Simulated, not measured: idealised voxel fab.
voxel double patterning: a process module
For reference, the cross-section in this document is cut, with width 270 nm and square cells of 5 nm.
For the purposes of this document, a cross-section shall be understood as a grid of square cells, specified as bands listed in top-to-bottom order, each band consisting of one or more rows of cells. This entry defines a band. It first specifies the height of the band's top and the height of its bottom in nm, and then specifies the band's materials from left to right, stating each material with its width in nm. The word "everywhere" identifies a single material that fills the band from edge to edge, while the word "air" identifies empty space. Height 0 is the level under which the wafer as received is all one material. The lowest band goes on downwards, as in "z 0 and below". It should be noted that a width expressed as "30 to 40" varies in equal increments from row to row of cells within the band, taking the value of the first number at the top row and that of the second number at the bottom row. "remained the same" (step): cross-section cells unchanged, all of them. "Enclosed cavity list" means: voids of 8 cells or more that are shut off from the top with no open way through. Written width x height at distance, distance from the left edge, in nm. Where a step's line continues beyond its settings, the continuation is a remark by the simulator itself on that step. overlay nm: right-of-plan distance of the mask on a masked step; negative values mean left-of-plan.

The planned process steps are enumerated hereunder:
- 1: RECEIVE,material Si
- 2: CONFORMAL_DEP,material SiO2,thk nm 10
- 3: DIRECTIONAL_DEP,material TiN,thk nm 20
- 4: DIRECTIONAL_DEP,material SiN,thk nm 5
- 5: DIRECTIONAL_DEP,material aC,thk nm 10
- 6: PATTERN,tone open,mask id FIRST,material resist,width nm 15,pitch nm 50,thk nm 30,overlay nm 0
- 7: DIRECTIONAL_ETCH,etch materials aC,depth nm 10
- 8: STRIP,etch materials resist
- 9: DIRECTIONAL_ETCH,etch materials SiN,depth nm 5
- 10: STRIP,etch materials aC
- 11: DIRECTIONAL_DEP,material aC,thk nm 10
- 12: PATTERN,tone open,mask id SECOND,material resist,width nm 15,pitch nm 50,thk nm 30,overlay nm 0
- 13: DIRECTIONAL_ETCH,etch materials aC,depth nm 10
- 14: STRIP,etch materials resist
- 15: DIRECTIONAL_ETCH,etch materials SiN,depth nm 5
- 16: STRIP,etch materials aC
- 17: DIRECTIONAL_ETCH,etch materials TiN,depth nm 20
- 18: STRIP,etch materials SiN

Cross-section: wafer on arrival = after step 1:
> z 0 and below | Si everywhere
> Enclosed cavity list: none

Look at the cross-section after the module: the wafer started out the way shown above and the plan was the one shown above, yet one mistake was made along the way:
> z 50 to 30 | 75 TiN, then 15 air, then 10 TiN, then 15 air, then 10 TiN, then 15 air, then 10 TiN, then 15 air, then 10 TiN, then 15 air, then 80 TiN
> z 30 to 10 | TiN everywhere
> z 10 to 0 | SiO2 everywhere
> z 0 and below | Si everywhere
> Enclosed cavity list: none
What was the processing mistake? step 3 of the plan was carried out twice
